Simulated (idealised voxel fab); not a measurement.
voxel wiring stack: a process module
Displayed cross-section: cut, width of 200 nm, square cells sized 5 nm.
If you're reading a cross-section in this doc, picture square cells in a grid; it comes to you as bands, top ones listed first down to the bottom, and a band can be one or more rows of cells.
Band: top and bottom heights (nm) first, top before bottom; then materials from left to right, widths in nm. "all across" marks a sole material filling the band edge to edge. "blank" denotes empty space.
Heads up on the height convention: 0 is the point under which the incoming wafer is all one material, and the lowest band has no bottom, it just keeps going down, like "0 and below".
Per-row width for "30 to 40": begins at first number (top row of band), ends at second number (bottom row), increment between rows held constant.
You'll sometimes find "all unchanged" written for a step, and that's the way of saying that nowhere in the cross-section did a cell change during that step.
"closed voids": sealed empty spaces, 8 cells or more, no open way to top, listed width x height at distance, with distance from the left edge and width, height and distance in nm.
Step line, after settings: the simulator's comment on this step.
overlay nm: mask right of planned place by this much (step with mask). Neg. = left.

Below is the list of planned process steps
1,RECEIVE, material Si
2,CONFORMAL_DEP, material SiO2, thk nm 15
3,DIRECTIONAL_DEP, material TiN, thk nm 5
4,DIRECTIONAL_DEP, material Ru, thk nm 20
5,MASKED_ETCH, tone cover, mask id METAL_1, width nm 30, pitch nm 60, etch materials Ru, depth nm 20, overlay nm 0
6,MASKED_ETCH, tone cover, mask id METAL_1, width nm 30, pitch nm 60, etch materials TiN, depth nm 5, overlay nm 0
7,CONFORMAL_DEP, material SiCN, thk nm 5
8,FILL_DEP, material SiO2, thk nm 5
9,CMP, height nm 40
10,CONFORMAL_DEP, material SiCN, thk nm 5
11,DIRECTIONAL_DEP, material lowk, thk nm 30
12,PATTERN, tone open, mask id METAL_2_HOLES, material resist, width nm 15, pitch nm 60, thk nm 20, overlay nm 0
13,DIRECTIONAL_ETCH, etch materials lowk, depth nm 30
14,STRIP, etch materials resist
15,MASKED_ETCH, tone open, mask id METAL_2, width nm 30, pitch nm 60, etch materials lowk, depth nm 20, overlay nm 0
16,MASKED_ETCH, tone open, mask id METAL_2, width nm 30, pitch nm 60, etch materials SiCN, depth nm 5, overlay nm 0
17,CONFORMAL_DEP, material TiN, thk nm 5
18,FILL_DEP, material Cu, thk nm 10
19,CMP, height nm 75
20,CONFORMAL_DEP, material SiCN, thk nm 5
21,DIRECTIONAL_DEP, material lowk, thk nm 35
22,MASKED_ETCH, tone open, mask id METAL_3, width nm 30, pitch nm 60, etch materials lowk, depth nm 20, overlay nm 0
23,MASKED_ETCH, tone open, mask id METAL_3_HOLES, width nm 15, etch materials lowk, depth nm 15, overlay nm 0
24,MASKED_ETCH, tone open, mask id METAL_3_HOLES, width nm 15, etch materials SiCN, depth nm 5, overlay nm 0
25,CONFORMAL_DEP, material TiN, thk nm 5
26,FILL_DEP, material Ru, thk nm 10
27,CMP, height nm 115
28,CONFORMAL_DEP, material SiCN, thk nm 5

So, the first of our two wafers, run just as we planned it

Incoming wafer in cross-section (state: after step 1)
- 0 and below  Si all across
- closed voids: none

Step 2 complete: cross-section through the wafer
- 15 down to 0  SiO2 all across
- Lower than 0, everything is as it was.

Step 3 complete: cross-section through the wafer
- 20 down to 15  TiN all across
- Lower than 15, everything is as it was.

Step 4 complete: cross-section through the wafer
- 40 down to 20  Ru all across
- Lower than 20, everything is as it was.

Step 5 complete: cross-section through the wafer
- 40 down to 20  blank 55 nm, Ru 30 nm, blank 30 nm, Ru 30 nm, blank 55 nm
- Lower than 20, everything is as it was.

Step 6 complete: cross-section through the wafer
- 40 down to 20  blank 55 nm, Ru 30 nm, blank 30 nm, Ru 30 nm, blank 55 nm
- 20 down to 15  blank 55 nm, TiN 30 nm, blank 30 nm, TiN 30 nm, blank 55 nm
- Lower than 15, everything is as it was.

Step 7 complete: cross-section through the wafer
- 45 down to 40  blank 50 nm, SiCN 40 nm, blank 20 nm, SiCN 40 nm, blank 50 nm
- 40 down to 20  blank 50 nm, SiCN 5 nm, Ru 30 nm, SiCN 5 nm, blank 20 nm, SiCN 5 nm, Ru 30 nm, SiCN 5 nm, blank 50 nm
- 20 down to 15  SiCN 55 nm, TiN 30 nm, SiCN 30 nm, TiN 30 nm, SiCN 55 nm
- Lower than 15, everything is as it was.

Step 8 complete: cross-section through the wafer
- 50 down to 45  SiO2 all across
- 45 down to 40  SiO2 50 nm, SiCN 40 nm, SiO2 20 nm, SiCN 40 nm, SiO2 50 nm
- 40 down to 20  SiO2 50 nm, SiCN 5 nm, Ru 30 nm, SiCN 5 nm, SiO2 20 nm, SiCN 5 nm, Ru 30 nm, SiCN 5 nm, SiO2 50 nm
- Lower than 20, everything is as it was.

Step 9 complete: cross-section through the wafer
- 40 down to 20  SiO2 50 nm, SiCN 5 nm, Ru 30 nm, SiCN 5 nm, SiO2 20 nm, SiCN 5 nm, Ru 30 nm, SiCN 5 nm, SiO2 50 nm
- Lower than 20, everything is as it was.

Step 10 complete: cross-section through the wafer
- 45 down to 40  SiCN all across
- Lower than 40, everything is as it was.

Step 11 complete: cross-section through the wafer
- 75 down to 45  lowk all across
- Lower than 45, everything is as it was.

Step 12 complete: cross-section through the wafer
- 95 down to 75  resist 55 nm, blank 15 nm, resist 45 nm, blank 15 nm, resist 70 nm
- Lower than 75, everything is as it was.

Step 13 complete: cross-section through the wafer
- 95 down to 75  resist 55 nm, blank 15 nm, resist 45 nm, blank 15 nm, resist 70 nm
- 75 down to 45  lowk 55 nm, blank 15 nm, lowk 45 nm, blank 15 nm, lowk 70 nm
- Lower than 45, everything is as it was.

Step 14 complete: cross-section through the wafer
- 75 down to 45  lowk 55 nm, blank 15 nm, lowk 45 nm, blank 15 nm, lowk 70 nm
- Lower than 45, everything is as it was.

Step 15 complete: cross-section through the wafer
- 75 down to 55  lowk 55 nm, blank 30 nm, lowk 30 nm, blank 30 nm, lowk 55 nm
- Lower than 55, everything is as it was.

Step 16 complete: cross-section through the wafer
- 75 down to 55  lowk 55 nm, blank 30 nm, lowk 30 nm, blank 30 nm, lowk 55 nm
- 55 down to 45  lowk 55 nm, blank 15 nm, lowk 45 nm, blank 15 nm, lowk 70 nm
- 45 down to 40  SiCN 55 nm, blank 15 nm, SiCN 45 nm, blank 15 nm, SiCN 70 nm
- Lower than 40, everything is as it was.

Step 17 complete: cross-section through the wafer
- 80 down to 75  TiN 60 nm, blank 20 nm, TiN 40 nm, blank 20 nm, TiN 60 nm
- 75 down to 60  lowk 55 nm, TiN 5 nm, blank 20 nm, TiN 5 nm, lowk 30 nm, TiN 5 nm, blank 20 nm, TiN 5 nm, lowk 55 nm
- 60 down to 55  lowk 55 nm, TiN 5 nm, blank 5 nm, TiN 20 nm, lowk 30 nm, TiN 5 nm, blank 5 nm, TiN 20 nm, lowk 55 nm
- 55 down to 45  lowk 55 nm, TiN 5 nm, blank 5 nm, TiN 5 nm, lowk 45 nm, TiN 5 nm, blank 5 nm, TiN 5 nm, lowk 70 nm
- 45 down to 40  SiCN 55 nm, TiN 15 nm, SiCN 45 nm, TiN 15 nm, SiCN 70 nm
- Lower than 40, everything is as it was.

Step 18 complete: cross-section through the wafer
- 90 down to 80  Cu all across
- 80 down to 75  TiN 60 nm, Cu 20 nm, TiN 40 nm, Cu 20 nm, TiN 60 nm
- 75 down to 60  lowk 55 nm, TiN 5 nm, Cu 20 nm, TiN 5 nm, lowk 30 nm, TiN 5 nm, Cu 20 nm, TiN 5 nm, lowk 55 nm
- 60 down to 55  lowk 55 nm, TiN 5 nm, Cu 5 nm, TiN 20 nm, lowk 30 nm, TiN 5 nm, Cu 5 nm, TiN 20 nm, lowk 55 nm
- 55 down to 45  lowk 55 nm, TiN 5 nm, Cu 5 nm, TiN 5 nm, lowk 45 nm, TiN 5 nm, Cu 5 nm, TiN 5 nm, lowk 70 nm
- Lower than 45, everything is as it was.

Step 19 complete: cross-section through the wafer
- 75 down to 60  lowk 55 nm, TiN 5 nm, Cu 20 nm, TiN 5 nm, lowk 30 nm, TiN 5 nm, Cu 20 nm, TiN 5 nm, lowk 55 nm
- Lower than 60, everything is as it was.

Step 20 complete: cross-section through the wafer
- 80 down to 75  SiCN all across
- Lower than 75, everything is as it was.

Step 21 complete: cross-section through the wafer
- 115 down to 80  lowk all across
- Lower than 80, everything is as it was.

Step 22 complete: cross-section through the wafer
- 115 down to 95  lowk 55 nm, blank 30 nm, lowk 30 nm, blank 30 nm, lowk 55 nm
- Lower than 95, everything is as it was.

Step 23 complete: cross-section through the wafer
- 115 down to 95  lowk 55 nm, blank 30 nm, lowk 30 nm, blank 30 nm, lowk 55 nm
- 95 down to 80  lowk 55 nm, blank 15 nm, lowk 130 nm
- Lower than 80, everything is as it was.

Step 24 complete: cross-section through the wafer
- 115 down to 95  lowk 55 nm, blank 30 nm, lowk 30 nm, blank 30 nm, lowk 55 nm
- 95 down to 80  lowk 55 nm, blank 15 nm, lowk 130 nm
- 80 down to 75  SiCN 55 nm, blank 15 nm, SiCN 130 nm
- Lower than 75, everything is as it was.

Step 25 complete: cross-section through the wafer
- 120 down to 115  TiN 60 nm, blank 20 nm, TiN 40 nm, blank 20 nm, TiN 60 nm
- 115 down to 100  lowk 55 nm, TiN 5 nm, blank 20 nm, TiN 5 nm, lowk 30 nm, TiN 5 nm, blank 20 nm, TiN 5 nm, lowk 55 nm
- 100 down to 95  lowk 55 nm, TiN 5 nm, blank 5 nm, TiN 20 nm, lowk 30 nm, TiN 30 nm, lowk 55 nm
- 95 down to 80  lowk 55 nm, TiN 5 nm, blank 5 nm, TiN 5 nm, lowk 130 nm
- 80 down to 75  SiCN 55 nm, TiN 15 nm, SiCN 130 nm
- Lower than 75, everything is as it was.

Step 26 complete: cross-section through the wafer
- 130 down to 120  Ru all across
- 120 down to 115  TiN 60 nm, Ru 20 nm, TiN 40 nm, Ru 20 nm, TiN 60 nm
- 115 down to 100  lowk 55 nm, TiN 5 nm, Ru 20 nm, TiN 5 nm, lowk 30 nm, TiN 5 nm, Ru 20 nm, TiN 5 nm, lowk 55 nm
- 100 down to 95  lowk 55 nm, TiN 5 nm, Ru 5 nm, TiN 20 nm, lowk 30 nm, TiN 30 nm, lowk 55 nm
- 95 down to 80  lowk 55 nm, TiN 5 nm, Ru 5 nm, TiN 5 nm, lowk 130 nm
- Lower than 80, everything is as it was.

Step 27 complete: cross-section through the wafer
- 115 down to 100  lowk 55 nm, TiN 5 nm, Ru 20 nm, TiN 5 nm, lowk 30 nm, TiN 5 nm, Ru 20 nm, TiN 5 nm, lowk 55 nm
- Lower than 100, everything is as it was.

Step 28 complete: cross-section through the wafer
- 120 down to 115  SiCN all across
- Lower than 115, everything is as it was.

The second wafer: identical to the first at the outset and in its planned sequence, differing only in that one mistake was made during processing; up to and including step 23, its path is the first wafer's path

Cross-section of the second wafer when, according to plan, step 24 should have finished
- 115 down to 95  lowk 55 nm, blank 30 nm, lowk 30 nm, blank 30 nm, lowk 55 nm
- 95 down to 80  lowk 55 nm, blank 15 nm, lowk 130 nm
- 80 down to 75  SiCN 55 nm, blank 5 nm, SiCN 140 nm
- Lower than 75, everything is as it was.

Cross-section of the second wafer when, according to plan, step 25 should have finished
- 120 down to 115  TiN 60 nm, blank 20 nm, TiN 40 nm, blank 20 nm, TiN 60 nm
- 115 down to 100  lowk 55 nm, TiN 5 nm, blank 20 nm, TiN 5 nm, lowk 30 nm, TiN 5 nm, blank 20 nm, TiN 5 nm, lowk 55 nm
- 100 down to 95  lowk 55 nm, TiN 5 nm, blank 5 nm, TiN 20 nm, lowk 30 nm, TiN 30 nm, lowk 55 nm
- 95 down to 85  lowk 55 nm, TiN 5 nm, blank 5 nm, TiN 5 nm, lowk 130 nm
- 85 down to 80  lowk 55 nm, TiN 15 nm, lowk 130 nm
- 80 down to 75  SiCN 55 nm, TiN 5 nm, SiCN 140 nm
- Lower than 75, everything is as it was.

Cross-section of the second wafer when, according to plan, step 26 should have finished
- 130 down to 120  Ru all across
- 120 down to 115  TiN 60 nm, Ru 20 nm, TiN 40 nm, Ru 20 nm, TiN 60 nm
- 115 down to 100  lowk 55 nm, TiN 5 nm, Ru 20 nm, TiN 5 nm, lowk 30 nm, TiN 5 nm, Ru 20 nm, TiN 5 nm, lowk 55 nm
- 100 down to 95  lowk 55 nm, TiN 5 nm, Ru 5 nm, TiN 20 nm, lowk 30 nm, TiN 30 nm, lowk 55 nm
- 95 down to 85  lowk 55 nm, TiN 5 nm, Ru 5 nm, TiN 5 nm, lowk 130 nm
- Lower than 85, everything is as it was.

Cross-section of the second wafer when, according to plan, step 27 should have finished
- 115 down to 100  lowk 55 nm, TiN 5 nm, Ru 20 nm, TiN 5 nm, lowk 30 nm, TiN 5 nm, Ru 20 nm, TiN 5 nm, lowk 55 nm
- Lower than 100, everything is as it was.

Cross-section of the second wafer when, according to plan, step 28 should have finished
- 120 down to 115  SiCN all across
- Lower than 115, everything is as it was.
The mistake made against the process plan was this: step 24 did not use the planned setting and instead ran as MASKED_ETCH, tone open, mask id METAL_3_HOLES, width nm 15, etch materials SiCN, depth nm 5, overlay nm -10
Heads up, by the end the second wafer has more or fewer cells of some materials compared to the first: Ru -1 | SiCN +2 | TiN -1
